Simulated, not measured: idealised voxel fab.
Name of the process module below: voxel self aligned vias
Each square cell in cross-section cut measures 5 nm, and the section as a whole is 225 nm wide.
In this document a cross-section is written as a grid of square cells. It is given as a series of bands, listed from the top down, and a band is one or more rows of cells. The entry gives the band's vertical extent as a top height and a bottom height in nm, then its horizontal make-up as materials from left to right, each with a width in nm. "empty" stands for empty space; a single material marked "everywhere" fills the band edge to edge. Basically, 0 is our baseline, since under it the wafer straight out of the box is all one material. The bottom band has no lower end and keeps on going down, so it looks like "top 0, no bottom". A width such as "30..40" changes by the same amount from each row of cells to the next, from the band's top row to its bottom row. No cell of the cross-section changed in a step that is given as "everything unchanged". "Voids, sealed" lists enclosed empty spaces (at least 8 cells, no open path upward to the top), each as width x height at distance from the left edge, in nm. Anything after a step's settings on that line? It's the simulator's own note about the step. You can add "overlay nm" to a step's line. For a step with a mask, it describes how far the mask lay to the right of its planned position, and a negative number describes a lay to the left.

### This section lists the process steps that were planned
1: RECEIVE,material Si
2: CONFORMAL_DEP,material SiO2,thk nm 10
3: CONFORMAL_DEP,material SiCN,thk nm 5
4: DIRECTIONAL_DEP,material lowk,thk nm 20
5: PATTERN,tone open,mask id LINES,material resist,width nm 20,pitch nm 60,thk nm 15,overlay nm 0
6: DIRECTIONAL_ETCH,etch materials lowk,depth nm 20
7: STRIP,etch materials resist
8: CONFORMAL_DEP,material TiN,thk nm 5
9: FILL_DEP,material W,thk nm 5
10: CMP,height nm 35
11: SELECTIVE_ETCH,etch materials W Ru TiN,depth nm 5
12: FILL_DEP,material SiN,thk nm 10
13: CMP,height nm 35
14: DIRECTIONAL_DEP,material lowk,thk nm 15
15: DIRECTIONAL_DEP,material aC,thk nm 15
16: PATTERN,tone open,mask id VIAS,material resist,width nm 40,pitch nm 60,thk nm 30,overlay nm 0
17: DIRECTIONAL_ETCH,etch materials aC,depth nm 15
18: STRIP,etch materials resist
19: DIRECTIONAL_ETCH,etch materials lowk,depth nm 15
20: DIRECTIONAL_ETCH,etch materials SiN,depth nm 5
21: STRIP,etch materials aC
22: CONFORMAL_DEP,material TiN,thk nm 5
23: FILL_DEP,material Cu,thk nm 5
24: CMP,height nm 50
25: CONFORMAL_DEP,material SiN,thk nm 5

### Wafer as received: cross-section following step 1
  top 0, no bottom: Si everywhere
  Voids, sealed: none

### Run as planned - first of the two wafers cross-sectioned at the end of the module
  top 55, bottom 50: SiN everywhere
  top 50, bottom 40: 60 lowk; 5 TiN; 30 Cu; 5 TiN; 20 lowk; 5 TiN; 30 Cu; 5 TiN; 65 lowk
  top 40, bottom 35: 60 lowk; 15 TiN; 10 Cu; 15 TiN; 20 lowk; 15 TiN; 10 Cu; 15 TiN; 65 lowk
  top 35, bottom 30: 70 lowk; 20 TiN; 40 lowk; 20 TiN; 75 lowk
  top 30, bottom 20: 70 lowk; 5 TiN; 10 W; 5 TiN; 40 lowk; 5 TiN; 10 W; 5 TiN; 75 lowk
  top 20, bottom 15: 70 lowk; 20 TiN; 40 lowk; 20 TiN; 75 lowk
  top 15, bottom 10: SiCN everywhere
  top 10, bottom 0: SiO2 everywhere
  top 0, no bottom: Si everywhere
  Voids, sealed: none

### The second wafer, shown in cross-section after the module: started the same way as the first and given the same plan, yet one mistake crept into how it was run
  top 55, bottom 50: SiN everywhere
  top 50, bottom 40: 60 lowk; 5 TiN; 30 Cu; 5 TiN; 20 lowk; 5 TiN; 30 Cu; 5 TiN; 65 lowk
  top 40, bottom 35: 60 lowk; 40 TiN; 20 lowk; 40 TiN; 65 lowk
  top 35, bottom 30: SiCN everywhere
  top 30, bottom 10: lowk everywhere
  top 10, bottom 0: SiO2 everywhere
  top 0, no bottom: Si everywhere
  Voids, sealed: none
Plan not followed: steps 3 and 4 were swapped
The closing comparison, in cells, has the second wafer with more or fewer of some materials than the first: Cu -4; TiN -20; W -8; lowk +32
